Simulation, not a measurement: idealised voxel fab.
Presented below is a process module, voxel gate over fins.
Section cut is 255 nm wide and gridded with 5 nm square cells.
Cross-section format: a grid of square cells, given as bands from top to bottom; each band is one or more rows of cells. Band: top and bottom heights (nm) first, top before bottom; then materials from left to right, widths in nm. "full width" marks a sole material filling the band edge to edge. "air" denotes empty space. Heights are expressed relative to 0, this being the level below which the as-received wafer comprises one material exclusively. The lowest band is unbounded in the downward direction and is denoted as in "z 0 and below". Note: "30 to 40" means the width goes from the first number (top row of the band) to the second number (bottom row) in equal steps per row of cells. Where a step carries "remains unaltered", the cross-section came out of it unchanged, cell for cell. If an empty space has no open way to the top and is at least 8 cells in size, "Unvented internal voids" lists it, written width x height at distance, where distance is measured from the left edge and every value is in nm. Where a step's line continues beyond its settings, the continuation is a remark by the simulator itself on that step. For masked steps, "overlay nm" on the step line gives how far right of plan the mask actually lay; a minus sign means it lay to the left.

### List of planned process steps
| 1 | RECEIVE | material Si |
| 2 | CONFORMAL_DEP | material SiN | thk nm 10 |
| 3 | MASKED_ETCH | tone cover | mask id FINS | width nm 15 | pitch nm 45 | etch materials SiN | depth nm 10 | overlay nm 0 |
| 4 | MASKED_ETCH | tone cover | mask id FINS | width nm 15 | pitch nm 45 | etch materials Si | depth nm 30 | overlay nm 0 |
| 5 | OXIDIZE | depth nm 5 |
| 6 | FILL_DEP | material SiO2 | thk nm 10 |
| 7 | CMP | height nm 10 |
| 8 | SELECTIVE_ETCH | etch materials SiO2 | depth nm 25 |
| 9 | STRIP | etch materials SiN |
| 10 | CONFORMAL_DEP | material HfO2 | thk nm 5 |
| 11 | CONFORMAL_DEP | material TiN | thk nm 5 |
| 12 | FILL_DEP | material W | thk nm 15 |
| 13 | CMP | height nm 20 |
| 14 | CONFORMAL_DEP | material SiN | thk nm 10 |
Every wafer here starts from the same state; it is the step 4 width nm that distinguishes them, and the value the plan gives belongs to the first wafer.

### Received wafers, first of several: cross-section after step 1
	z 0 and below  Si full width
	Unvented internal voids: none

### What follows is a table in which each wafer occupies a row; for the wafer as it stands at the close of the module, the row states, material by material, how many cells have been gained (+) or lost (-) since receipt, and then gives its closed voids
width nm 15 | +63 HfO2 | -343 Si | +102 SiN | +196 SiO2 | +63 TiN | +225 W | Unvented internal voids: none
width nm 20 | +63 HfO2 | -331 Si | +102 SiN | +188 SiO2 | +63 TiN | +221 W | Unvented internal voids: none
width nm 25 | +63 HfO2 | -319 Si | +102 SiN | +180 SiO2 | +63 TiN | +217 W | Unvented internal voids: none
width nm 30 | +63 HfO2 | -307 Si | +102 SiN | +172 SiO2 | +63 TiN | +213 W | Unvented internal voids: none
